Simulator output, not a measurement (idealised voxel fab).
The document below concerns the process module designated voxel self aligned contacts.
Each square cell in cross-section cut measures 5 nm, and the section as a whole is 270 nm wide.
When this document writes out a cross-section, it uses a grid of square cells and lists it as bands, beginning at the top and moving down, with a band standing for one or more rows of cells.
Basically the band line says how high the top is and how high the bottom is, in nm, and then what's in it from left to right, every material with its width in nm. Empty space shows up as "empty", and if a single material carries "edge to edge" it runs the full band edge to edge.
Measure heights from 0. That's the level where, below it, the as-received wafer is all one material. The lowest band is bottomless and extends downward; write it as in "top 0, no bottom".
Width "30 to 40": first value at the band's top row of cells, second value at its bottom row, equal change from row to row.
A step reported as "no change" is a step in which no cell of the cross-section changed.
Any empty space of 8 cells or more lacking an open way to the top shows up in "Tabulated closed voids" as width x height at distance, distance from the left edge, in nm.
Post-settings text on a step line: simulator's own remark regarding the step.
The line of a step may include "overlay nm". On a step with a mask, this value is how far to the right of its planned place the mask lay. A negative value means the mask lay to the left.

## Process steps - plan
- 1: RECEIVE [material Si]
- 2: CONFORMAL_DEP [material SiO2] [thk nm 5]
- 3: DIRECTIONAL_DEP [material polySi] [thk nm 25]
- 4: DIRECTIONAL_DEP [material SiN] [thk nm 25]
- 5: MASKED_ETCH [tone cover] [mask id GATE] [width nm 30] [pitch nm 70] [etch materials SiN] [depth nm 25] [overlay nm 0]
- 6: MASKED_ETCH [tone cover] [mask id GATE] [width nm 30] [pitch nm 70] [etch materials polySi] [depth nm 25] [overlay nm 0]
- 7: CONFORMAL_DEP [material SiN] [thk nm 10]
- 8: DIRECTIONAL_ETCH [etch materials SiN] [depth nm 10]
- 9: FILL_DEP [material SiO2] [thk nm 15]
- 10: CMP [height nm 65]
- 11: MASKED_ETCH [tone open] [mask id CONTACT] [width nm 50] [pitch nm 70] [etch materials SiO2] [depth nm 65] [overlay nm 0]
- 12: CONFORMAL_DEP [material TiN] [thk nm 5]
- 13: FILL_DEP [material W] [thk nm 5]
- 14: CMP [height nm 65]
- 15: CONFORMAL_DEP [material SiN] [thk nm 5]

## The first of the two wafers, which ran as planned

## Shown in cross-section is the wafer as received, that is, as it stands after step 1
> top 0, no bottom  Si edge to edge
> Tabulated closed voids: none

## Cross-section of the wafer after step 2
> top 5, bottom 0  SiO2 edge to edge
> Nothing below the height 0 has changed.

## Cross-section of the wafer after step 3
> top 30, bottom 5  polySi edge to edge
> Nothing below the height 5 has changed.

## Cross-section of the wafer after step 4
> top 55, bottom 30  SiN edge to edge
> Nothing below the height 30 has changed.

## Cross-section of the wafer after step 5
> top 55, bottom 30  50 of empty; 30 of SiN; 40 of empty; 30 of SiN; 40 of empty; 30 of SiN; 50 of empty
> Nothing below the height 30 has changed.

## Cross-section of the wafer after step 6
> top 55, bottom 30  50 of empty; 30 of SiN; 40 of empty; 30 of SiN; 40 of empty; 30 of SiN; 50 of empty
> top 30, bottom 5  50 of empty; 30 of polySi; 40 of empty; 30 of polySi; 40 of empty; 30 of polySi; 50 of empty
> Nothing below the height 5 has changed.

## Cross-section of the wafer after step 7
> top 65, bottom 30  40 of empty; 50 of SiN; 20 of empty; 50 of SiN; 20 of empty; 50 of SiN; 40 of empty
> top 30, bottom 15  40 of empty; 10 of SiN; 30 of polySi; 10 of SiN; 20 of empty; 10 of SiN; 30 of polySi; 10 of SiN; 20 of empty; 10 of SiN; 30 of polySi; 10 of SiN; 40 of empty
> top 15, bottom 5  50 of SiN; 30 of polySi; 40 of SiN; 30 of polySi; 40 of SiN; 30 of polySi; 50 of SiN
> Nothing below the height 5 has changed.

## Cross-section of the wafer after step 8
> top 55, bottom 30  40 of empty; 50 of SiN; 20 of empty; 50 of SiN; 20 of empty; 50 of SiN; 40 of empty
> top 30, bottom 5  40 of empty; 10 of SiN; 30 of polySi; 10 of SiN; 20 of empty; 10 of SiN; 30 of polySi; 10 of SiN; 20 of empty; 10 of SiN; 30 of polySi; 10 of SiN; 40 of empty
> Nothing below the height 5 has changed.

## Cross-section of the wafer after step 9
> top 70, bottom 55  SiO2 edge to edge
> top 55, bottom 30  40 of SiO2; 50 of SiN; 20 of SiO2; 50 of SiN; 20 of SiO2; 50 of SiN; 40 of SiO2
> top 30, bottom 5  40 of SiO2; 10 of SiN; 30 of polySi; 10 of SiN; 20 of SiO2; 10 of SiN; 30 of polySi; 10 of SiN; 20 of SiO2; 10 of SiN; 30 of polySi; 10 of SiN; 40 of SiO2
> Nothing below the height 5 has changed.

## Cross-section of the wafer after step 10
> top 65, bottom 55  SiO2 edge to edge
> Nothing below the height 55 has changed.

## Cross-section of the wafer after step 11
> top 65, bottom 55  75 of SiO2; 50 of empty; 20 of SiO2; 50 of empty; 75 of SiO2
> top 55, bottom 30  40 of SiO2; 50 of SiN; 20 of empty; 50 of SiN; 20 of empty; 50 of SiN; 40 of SiO2
> top 30, bottom 5  40 of SiO2; 10 of SiN; 30 of polySi; 10 of SiN; 20 of empty; 10 of SiN; 30 of polySi; 10 of SiN; 20 of empty; 10 of SiN; 30 of polySi; 10 of SiN; 40 of SiO2
> top 5, bottom 0  90 of SiO2; 20 of empty; 50 of SiO2; 20 of empty; 90 of SiO2
> Nothing below the height 0 has changed.

## Cross-section of the wafer after step 12
> top 70, bottom 65  80 of TiN; 40 of empty; 30 of TiN; 40 of empty; 80 of TiN
> top 65, bottom 55  75 of SiO2; 5 to 20 of TiN; 40 to 10 of empty; 5 to 20 of TiN; 20 of SiO2; 5 to 20 of TiN; 40 to 10 of empty; 5 to 20 of TiN; 75 of SiO2
> top 55, bottom 30  40 of SiO2; 50 of SiN; 5 of TiN; 10 of empty; 5 of TiN; 50 of SiN; 5 of TiN; 10 of empty; 5 of TiN; 50 of SiN; 40 of SiO2
> top 30, bottom 5  40 of SiO2; 10 of SiN; 30 of polySi; 10 of SiN; 5 of TiN; 10 of empty; 5 of TiN; 10 of SiN; 30 of polySi; 10 of SiN; 5 of TiN; 10 of empty; 5 of TiN; 10 of SiN; 30 of polySi; 10 of SiN; 40 of SiO2
> top 5, bottom 0  90 of SiO2; 20 of TiN; 50 of SiO2; 20 of TiN; 90 of SiO2
> Nothing below the height 0 has changed.

## Cross-section of the wafer after step 13
> top 75, bottom 70  W edge to edge
> top 70, bottom 65  80 of TiN; 40 of W; 30 of TiN; 40 of W; 80 of TiN
> top 65, bottom 55  75 of SiO2; 5 to 20 of TiN; 40 to 10 of W; 5 to 20 of TiN; 20 of SiO2; 5 to 20 of TiN; 40 to 10 of W; 5 to 20 of TiN; 75 of SiO2
> top 55, bottom 30  40 of SiO2; 50 of SiN; 5 of TiN; 10 of W; 5 of TiN; 50 of SiN; 5 of TiN; 10 of W; 5 of TiN; 50 of SiN; 40 of SiO2
> top 30, bottom 5  40 of SiO2; 10 of SiN; 30 of polySi; 10 of SiN; 5 of TiN; 10 of W; 5 of TiN; 10 of SiN; 30 of polySi; 10 of SiN; 5 of TiN; 10 of W; 5 of TiN; 10 of SiN; 30 of polySi; 10 of SiN; 40 of SiO2
> Nothing below the height 5 has changed.

## Cross-section of the wafer after step 14
> top 65, bottom 55  75 of SiO2; 5 to 20 of TiN; 40 to 10 of W; 5 to 20 of TiN; 20 of SiO2; 5 to 20 of TiN; 40 to 10 of W; 5 to 20 of TiN; 75 of SiO2
> Nothing below the height 55 has changed.

## Cross-section of the wafer after step 15
> top 70, bottom 65  SiN edge to edge
> Nothing below the height 65 has changed.

## Second Wafer (Identical Start and Plan, One Processing Error; Matches First Wafer Through Step 1)

Second wafer cross-section, taken as of the time the plan sets for step 2 to be done: no change

## Second wafer cross-section, taken as of the time the plan sets for step 3 to be done
> top 25, bottom 0  polySi edge to edge
> Nothing below the height 0 has changed.

## Second wafer cross-section, taken as of the time the plan sets for step 4 to be done
> top 50, bottom 25  SiN edge to edge
> Nothing below the height 25 has changed.

## Second wafer cross-section, taken as of the time the plan sets for step 5 to be done
> top 50, bottom 25  50 of empty; 30 of SiN; 40 of empty; 30 of SiN; 40 of empty; 30 of SiN; 50 of empty
> Nothing below the height 25 has changed.

## Second wafer cross-section, taken as of the time the plan sets for step 6 to be done
> top 50, bottom 25  50 of empty; 30 of SiN; 40 of empty; 30 of SiN; 40 of empty; 30 of SiN; 50 of empty
> top 25, bottom 0  50 of empty; 30 of polySi; 40 of empty; 30 of polySi; 40 of empty; 30 of polySi; 50 of empty
> Nothing below the height 0 has changed.

## Second wafer cross-section, taken as of the time the plan sets for step 7 to be done
> top 60, bottom 25  40 of empty; 50 of SiN; 20 of empty; 50 of SiN; 20 of empty; 50 of SiN; 40 of empty
> top 25, bottom 10  40 of empty; 10 of SiN; 30 of polySi; 10 of SiN; 20 of empty; 10 of SiN; 30 of polySi; 10 of SiN; 20 of empty; 10 of SiN; 30 of polySi; 10 of SiN; 40 of empty
> top 10, bottom 0  50 of SiN; 30 of polySi; 40 of SiN; 30 of polySi; 40 of SiN; 30 of polySi; 50 of SiN
> Nothing below the height 0 has changed.

## Second wafer cross-section, taken as of the time the plan sets for step 8 to be done
> top 50, bottom 25  40 of empty; 50 of SiN; 20 of empty; 50 of SiN; 20 of empty; 50 of SiN; 40 of empty
> top 25, bottom 0  40 of empty; 10 of SiN; 30 of polySi; 10 of SiN; 20 of empty; 10 of SiN; 30 of polySi; 10 of SiN; 20 of empty; 10 of SiN; 30 of polySi; 10 of SiN; 40 of empty
> Nothing below the height 0 has changed.

## Second wafer cross-section, taken as of the time the plan sets for step 9 to be done
> top 65, bottom 50  SiO2 edge to edge
> top 50, bottom 25  40 of SiO2; 50 of SiN; 20 of SiO2; 50 of SiN; 20 of SiO2; 50 of SiN; 40 of SiO2
> top 25, bottom 0  40 of SiO2; 10 of SiN; 30 of polySi; 10 of SiN; 20 of SiO2; 10 of SiN; 30 of polySi; 10 of SiN; 20 of SiO2; 10 of SiN; 30 of polySi; 10 of SiN; 40 of SiO2
> Nothing below the height 0 has changed.

Second wafer cross-section, taken as of the time the plan sets for step 10 to be done: no change

## Second wafer cross-section, taken as of the time the plan sets for step 11 to be done
> top 65, bottom 50  75 of SiO2; 50 of empty; 20 of SiO2; 50 of empty; 75 of SiO2
> top 50, bottom 25  40 of SiO2; 50 of SiN; 20 of empty; 50 of SiN; 20 of empty; 50 of SiN; 40 of SiO2
> top 25, bottom 0  40 of SiO2; 10 of SiN; 30 of polySi; 10 of SiN; 20 of empty; 10 of SiN; 30 of polySi; 10 of SiN; 20 of empty; 10 of SiN; 30 of polySi; 10 of SiN; 40 of SiO2
> Nothing below the height 0 has changed.

## Second wafer cross-section, taken as of the time the plan sets for step 12 to be done
> top 70, bottom 65  80 of TiN; 40 of empty; 30 of TiN; 40 of empty; 80 of TiN
> top 65, bottom 55  75 of SiO2; 5 of TiN; 40 of empty; 5 of TiN; 20 of SiO2; 5 of TiN; 40 of empty; 5 of TiN; 75 of SiO2
> top 55, bottom 50  75 of SiO2; 20 of TiN; 10 of empty; 20 of TiN; 20 of SiO2; 20 of TiN; 10 of empty; 20 of TiN; 75 of SiO2
> top 50, bottom 25  40 of SiO2; 50 of SiN; 5 of TiN; 10 of empty; 5 of TiN; 50 of SiN; 5 of TiN; 10 of empty; 5 of TiN; 50 of SiN; 40 of SiO2
> top 25, bottom 5  40 of SiO2; 10 of SiN; 30 of polySi; 10 of SiN; 5 of TiN; 10 of empty; 5 of TiN; 10 of SiN; 30 of polySi; 10 of SiN; 5 of TiN; 10 of empty; 5 of TiN; 10 of SiN; 30 of polySi; 10 of SiN; 40 of SiO2
> top 5, bottom 0  40 of SiO2; 10 of SiN; 30 of polySi; 10 of SiN; 20 of TiN; 10 of SiN; 30 of polySi; 10 of SiN; 20 of TiN; 10 of SiN; 30 of polySi; 10 of SiN; 40 of SiO2
> Nothing below the height 0 has changed.

## Second wafer cross-section, taken as of the time the plan sets for step 13 to be done
> top 75, bottom 70  W edge to edge
> top 70, bottom 65  80 of TiN; 40 of W; 30 of TiN; 40 of W; 80 of TiN
> top 65, bottom 55  75 of SiO2; 5 of TiN; 40 of W; 5 of TiN; 20 of SiO2; 5 of TiN; 40 of W; 5 of TiN; 75 of SiO2
> top 55, bottom 50  75 of SiO2; 20 of TiN; 10 of W; 20 of TiN; 20 of SiO2; 20 of TiN; 10 of W; 20 of TiN; 75 of SiO2
> top 50, bottom 25  40 of SiO2; 50 of SiN; 5 of TiN; 10 of W; 5 of TiN; 50 of SiN; 5 of TiN; 10 of W; 5 of TiN; 50 of SiN; 40 of SiO2
> top 25, bottom 5  40 of SiO2; 10 of SiN; 30 of polySi; 10 of SiN; 5 of TiN; 10 of W; 5 of TiN; 10 of SiN; 30 of polySi; 10 of SiN; 5 of TiN; 10 of W; 5 of TiN; 10 of SiN; 30 of polySi; 10 of SiN; 40 of SiO2
> Nothing below the height 5 has changed.

## Second wafer cross-section, taken as of the time the plan sets for step 14 to be done
> top 65, bottom 55  75 of SiO2; 5 of TiN; 40 of W; 5 of TiN; 20 of SiO2; 5 of TiN; 40 of W; 5 of TiN; 75 of SiO2
> Nothing below the height 55 has changed.

## Second wafer cross-section, taken as of the time the plan sets for step 15 to be done
> top 70, bottom 65  SiN edge to edge
> Nothing below the height 65 has changed.
Nonconformance to the process plan: step 2 of the plan was jumped over and never run
In the final state, the cell counts of the second wafer exceed or fall short of those of the first for the following materials: -12 SiO2; +12 W
